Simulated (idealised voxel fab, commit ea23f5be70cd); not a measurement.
process module | voxel fin reveal
cross-section cut | 245 nm wide | cells 5 nm
A cross-section is a grid of square cells, given in bands from the top down. A band is one or more rows of cells.
Each band's line starts with the height of the band's top and of its bottom, in nm. Then come its materials from left to right, each with its width in nm. One material with "throughout" fills the band from edge to edge. "air" is empty space.
Height 0 is the level under which the wafer as received is all one material. The lowest band goes on downwards, as in "0 down".
A width such as "30 to 40" changes by the same amount from each row of cells to the next, from the band's top row to its bottom row.
"no change" after a step means that no cell of the cross-section changed.
closed voids: empty space of 8 cells or more with no open way to the top, each as width x height at its distance from the left edge, in nm
after a step's settings: what the simulator itself notes on the step
overlay nm, on a step with a mask: how far to the right of its planned place the mask lay; to the left if negative
plan
1 op RECEIVE | material Si
2 op CONFORMAL_DEP | material SiN | thk nm 10
3 op PATTERN | tone cover | mask id FINS | material resist | width nm 15 | pitch nm 40 | thk nm 15 | overlay nm 0
4 op DIRECTIONAL_ETCH | etch materials SiN | depth nm 10
5 op DIRECTIONAL_ETCH | etch materials Si | depth nm 40
6 op STRIP | etch materials resist
7 op OXIDIZE | depth nm 5
8 op FILL_DEP | material SiO2 | thk nm 10
9 op CMP | height nm 10
10 op SELECTIVE_ETCH | etch materials SiO2 | depth nm 35
11 op STRIP | etch materials SiN
12 op CONFORMAL_DEP | material HfO2 | thk nm 5
as received, after step 1
  0 down: Si throughout
  closed voids: none
first wafer at the end, as planned
  5 to 0: air 75 | HfO2 15 | air 25 | HfO2 15 | air 25 | HfO2 15 | air 75
  0 to -20: air 75 | HfO2 5 | Si 5 | HfO2 5 | air 25 | HfO2 5 | Si 5 | HfO2 5 | air 25 | HfO2 5 | Si 5 | HfO2 5 | air 75
  -20 to -25: HfO2 80 | Si 5 | HfO2 35 | Si 5 | HfO2 35 | Si 5 | HfO2 80
  -25 to -45: SiO2 80 | Si 5 | SiO2 35 | Si 5 | SiO2 35 | Si 5 | SiO2 80
  -45 down: Si throughout
  closed voids: none
second wafer at the end: like start, like plan, one mistake
  5 to 0: air 75 | HfO2 15 | air 25 | HfO2 15 | air 25 | HfO2 15 | air 75
  0 to -20: air 75 | HfO2 5 | Si 5 | HfO2 5 | air 25 | HfO2 5 | Si 5 | HfO2 5 | air 25 | HfO2 5 | Si 5 | HfO2 5 | air 75
  -20 to -25: HfO2 45 | air 30 | HfO2 5 | Si 5 | HfO2 5 | air 25 | HfO2 5 | Si 5 | HfO2 5 | air 25 | HfO2 5 | Si 5 | HfO2 5 | air 30 | HfO2 45
  -25 to -30: SiO2 40 | HfO2 5 | air 30 | HfO2 5 | Si 5 | HfO2 5 | air 25 | HfO2 5 | Si 5 | HfO2 5 | air 25 | HfO2 5 | Si 5 | HfO2 5 | air 30 | HfO2 5 | SiO2 40
  -30 to -35: SiO2 40 | HfO2 40 | Si 5 | HfO2 35 | Si 5 | HfO2 35 | Si 5 | HfO2 40 | SiO2 40
  -35 to -45: SiO2 80 | Si 5 | SiO2 35 | Si 5 | SiO2 35 | Si 5 | SiO2 80
  -45 down: Si throughout
  closed voids: none
what went wrong: steps 10 and 11 were swapped
at the end the second wafer has, in cells: 16 more of HfO2 | 60 fewer of SiO2
